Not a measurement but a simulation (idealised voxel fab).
Presented below is a process module, voxel transistor to metal.
200 nm wide, 5 nm square cells: that's cross-section cut.
For the purposes of this document, a cross-section shall be understood as a grid of square cells, specified as bands listed in top-to-bottom order, each band consisting of one or more rows of cells. What a band's entry tells you: where the top is and where the bottom is, as heights in nm, and after that what lies inside, material by material from left to right, each with its width in nm. Empty space is written as the word "blank", and a single material marked with the word "everywhere" occupies the band from edge to edge. Heights are reckoned from 0. Under this level, the received wafer is all of one material. The bottommost band is open-ended downward, for example "top 0, no bottom". The expression "30..40" gives the width at the extremes of the band, the first number at its top row of cells and the second at its bottom row, with the width changing by equal amounts from each row to the next in between. "identical to before" -> step changed no cross-section cell. Enclosed voids (no open way to top), threshold 8 cells or more, entry "Enclosed voids", notation width x height at distance, distance from left edge, nm. Post-settings text on a step line: simulator's own remark regarding the step. Among the settings permitted on a step's line is "overlay nm"; applied to a step with a mask, it specifies the extent to which the mask lay to the right of its planned position, whereas a negative figure signifies a position to the left.

The following list gives the planned process steps:
step 1: RECEIVE (material Si)
step 2: CONFORMAL_DEP (material SiO2; thk nm 5)
step 3: CONFORMAL_DEP (material SiN; thk nm 15)
step 4: DIRECTIONAL_DEP (material aC; thk nm 15)
step 5: PATTERN (tone cover; mask id ACTIVE; material resist; width nm 125; thk nm 35; overlay nm 0)
step 6: DIRECTIONAL_ETCH (etch materials aC; depth nm 15)
step 7: STRIP (etch materials resist)
step 8: DIRECTIONAL_ETCH (etch materials SiN; depth nm 15)
step 9: DIRECTIONAL_ETCH (etch materials SiO2; depth nm 5)
step 10: DIRECTIONAL_ETCH (etch materials Si; depth nm 25)
step 11: STRIP (etch materials aC)
step 12: OXIDIZE (depth nm 5)
step 13: FILL_DEP (material SiO2; thk nm 5)
step 14: CMP (height nm 20)
step 15: SELECTIVE_ETCH (etch materials SiO2; depth nm 5)
step 16: STRIP (etch materials SiN)
step 17: SELECTIVE_ETCH (etch materials SiO2; depth nm 5)
step 18: OXIDIZE (depth nm 5)
step 19: DIRECTIONAL_DEP (material polySi; thk nm 30)
step 20: DIRECTIONAL_DEP (material SiCN; thk nm 15)
step 21: PATTERN (tone cover; mask id GATE; material resist; width nm 25; thk nm 15; overlay nm 0)
step 22: DIRECTIONAL_ETCH (etch materials SiCN; depth nm 25)
step 23: DIRECTIONAL_ETCH (etch materials polySi; depth nm 40)
step 24: STRIP (etch materials resist)
step 25: CONFORMAL_DEP (material SiO2; thk nm 5)
step 26: DIRECTIONAL_ETCH (etch materials SiO2; depth nm 5)
step 27: CONFORMAL_DEP (material SiN; thk nm 5)
step 28: DIRECTIONAL_ETCH (etch materials SiN; depth nm 5)
step 29: DIRECTIONAL_ETCH (etch materials SiO2; depth nm 5)
step 30: DIRECTIONAL_ETCH (etch materials Si; depth nm 15)
step 31: EPI (material SiGe; thk nm 20)
step 32: FILL_DEP (material SiO2; thk nm 10)
step 33: CMP (height nm 45)
step 34: DIRECTIONAL_DEP (material SiO2; thk nm 15)
step 35: MASKED_ETCH (tone open; mask id CONTACT; width nm 15; pitch nm 85; etch materials SiO2; depth nm 60; overlay nm 0)
step 36: CONFORMAL_DEP (material TiN; thk nm 5)
step 37: FILL_DEP (material Ru; thk nm 10)
step 38: CMP (height nm 60)
step 39: CONFORMAL_DEP (material SiCN; thk nm 5)
step 40: DIRECTIONAL_DEP (material SiO2; thk nm 25)
step 41: DIRECTIONAL_DEP (material aC; thk nm 15)
step 42: PATTERN (tone open; mask id METAL_1; material resist; width nm 20; pitch nm 85; thk nm 30; overlay nm 0)
step 43: DIRECTIONAL_ETCH (etch materials aC; depth nm 15)
step 44: STRIP (etch materials resist)
step 45: DIRECTIONAL_ETCH (etch materials SiO2; depth nm 25)
step 46: DIRECTIONAL_ETCH (etch materials SiCN; depth nm 5)
step 47: STRIP (etch materials aC)
step 48: CONFORMAL_DEP (material TiN; thk nm 5)
step 49: FILL_DEP (material Ru; thk nm 10)
step 50: CMP (height nm 90)
step 51: CONFORMAL_DEP (material SiCN; thk nm 5)
Heads up: all these wafers start the same, and what changes between them is the width nm in step 35. The value you see in the plan is just what the first wafer got.

The as-received cross-section of the first of several wafers corresponds to the state after step 1:
- top 0, no bottom: Si everywhere
- Enclosed voids: none

First of several wafers, sectioned at end of module (last step: step 51):
- top 95, bottom 90: SiCN everywhere
- top 90, bottom 65: SiO2: 45 | TiN: 5 | Ru: 10 | TiN: 5 | SiO2: 65 | TiN: 5 | Ru: 10 | TiN: 5 | SiO2: 50
- top 65, bottom 60: SiCN: 45 | TiN: 20 | SiCN: 65 | TiN: 20 | SiCN: 50
- top 60, bottom 45: SiO2: 50 | TiN: 5 | Ru: 5 | TiN: 5 | SiO2: 70 | TiN: 5 | Ru: 5 | TiN: 5 | SiO2: 50
- top 45, bottom 30: SiO2: 50 | TiN: 5 | Ru: 5 | TiN: 5 | SiO2: 10 | SiN: 5 | SiO2: 5 | SiCN: 25 | SiO2: 5 | SiN: 5 | SiO2: 15 | TiN: 5 | Ru: 5 | TiN: 5 | SiO2: 50
- top 30, bottom 20: SiO2: 50 | TiN: 5 | Ru: 5 | TiN: 5 | SiO2: 10 | SiN: 5 | SiO2: 5 | polySi: 25 | SiO2: 5 | SiN: 5 | SiO2: 15 | TiN: 5 | Ru: 5 | TiN: 5 | SiO2: 50
- top 20, bottom 15: SiO2: 50 | TiN: 15 | SiO2: 10 | SiN: 5 | SiO2: 5 | polySi: 25 | SiO2: 5 | SiN: 5 | SiO2: 15 | TiN: 15 | SiO2: 50
- top 15, bottom 10: SiO2: 50 | TiN: 5 | SiGe: 20 | SiN: 5 | SiO2: 5 | polySi: 25 | SiO2: 5 | SiN: 5 | SiGe: 20 | TiN: 10 | SiO2: 50
- top 10, bottom 0: SiO2: 35 | SiN: 5 | SiO2: 10 | TiN: 5 | SiGe: 20 | SiN: 5 | SiO2: 5 | polySi: 25 | SiO2: 5 | SiN: 5 | SiGe: 20 | TiN: 10 | SiO2: 5 | SiN: 5 | SiO2: 40
- top 0, bottom -5: SiO2: 40 | SiGe: 35 | SiO2: 45 | SiGe: 35 | SiO2: 45
- top -5, bottom -20: SiO2: 40 | SiGe: 35 | Si: 45 | SiGe: 35 | SiO2: 45
- top -20, bottom -30: SiO2: 40 | Si: 115 | SiO2: 45
- top -30, no bottom: Si everywhere
- Enclosed voids: none

Cross-sectional view of the final wafer of several at the module's end:
- top 95, bottom 90: SiCN everywhere
- top 90, bottom 65: SiO2: 45 | TiN: 5 | Ru: 10 | TiN: 5 | SiO2: 65 | TiN: 5 | Ru: 10 | TiN: 5 | SiO2: 50
- top 65, bottom 60: SiCN: 45 | TiN: 20 | SiCN: 65 | TiN: 20 | SiCN: 50
- top 60, bottom 45: SiO2: 40 | TiN: 5 | Ru: 25 | TiN: 5 | SiO2: 50 | TiN: 5 | Ru: 25 | TiN: 5 | SiO2: 40
- top 45, bottom 30: SiO2: 40 | TiN: 5 | Ru: 25 | TiN: 5 | SiN: 5 | SiO2: 5 | SiCN: 25 | SiO2: 5 | SiN: 5 | SiO2: 5 | TiN: 5 | Ru: 25 | TiN: 5 | SiO2: 40
- top 30, bottom 20: SiO2: 40 | TiN: 5 | Ru: 25 | TiN: 5 | SiN: 5 | SiO2: 5 | polySi: 25 | SiO2: 5 | SiN: 5 | SiO2: 5 | TiN: 5 | Ru: 25 | TiN: 5 | SiO2: 40
- top 20, bottom 15: SiO2: 40 | TiN: 5 | Ru: 5 | TiN: 25 | SiN: 5 | SiO2: 5 | polySi: 25 | SiO2: 5 | SiN: 5 | SiO2: 5 | TiN: 20 | Ru: 10 | TiN: 5 | SiO2: 40
- top 15, bottom 10: SiO2: 40 | TiN: 5 | Ru: 5 | TiN: 5 | SiGe: 20 | SiN: 5 | SiO2: 5 | polySi: 25 | SiO2: 5 | SiN: 5 | SiGe: 20 | TiN: 5 | Ru: 5 | TiN: 10 | SiO2: 40
- top 10, bottom 5: SiO2: 35 | SiN: 5 | TiN: 5 | Ru: 5 | TiN: 5 | SiGe: 20 | SiN: 5 | SiO2: 5 | polySi: 25 | SiO2: 5 | SiN: 5 | SiGe: 20 | TiN: 5 | Ru: 5 | TiN: 5 | SiN: 5 | SiO2: 40
- top 5, bottom 0: SiO2: 35 | SiN: 5 | TiN: 15 | SiGe: 20 | SiN: 5 | SiO2: 5 | polySi: 25 | SiO2: 5 | SiN: 5 | SiGe: 20 | TiN: 15 | SiN: 5 | SiO2: 40
- top 0, bottom -5: SiO2: 40 | SiGe: 35 | SiO2: 45 | SiGe: 35 | SiO2: 45
- top -5, bottom -20: SiO2: 40 | SiGe: 35 | Si: 45 | SiGe: 35 | SiO2: 45
- top -20, bottom -30: SiO2: 40 | Si: 115 | SiO2: 45
- top -30, no bottom: Si everywhere
- Enclosed voids: none

Gained (+) or lost (-) cells of each material since receipt, then closed voids: one row per wafer, at the end of the module:
width nm 15; +36 Ru; -167 Si; +87 SiCN; +80 SiGe; +22 SiN; +597 SiO2; +75 TiN; +30 polySi; Enclosed voids: none
width nm 20; +52 Ru; -167 Si; +87 SiCN; +80 SiGe; +22 SiN; +576 SiO2; +80 TiN; +30 polySi; Enclosed voids: none
width nm 25; +71 Ru; -167 Si; +87 SiCN; +80 SiGe; +22 SiN; +555 SiO2; +82 TiN; +30 polySi; Enclosed voids: none
width nm 30; +90 Ru; -167 Si; +87 SiCN; +80 SiGe; +22 SiN; +534 SiO2; +84 TiN; +30 polySi; Enclosed voids: none
width nm 35; +107 Ru; -167 Si; +87 SiCN; +80 SiGe; +22 SiN; +515 SiO2; +86 TiN; +30 polySi; Enclosed voids: none
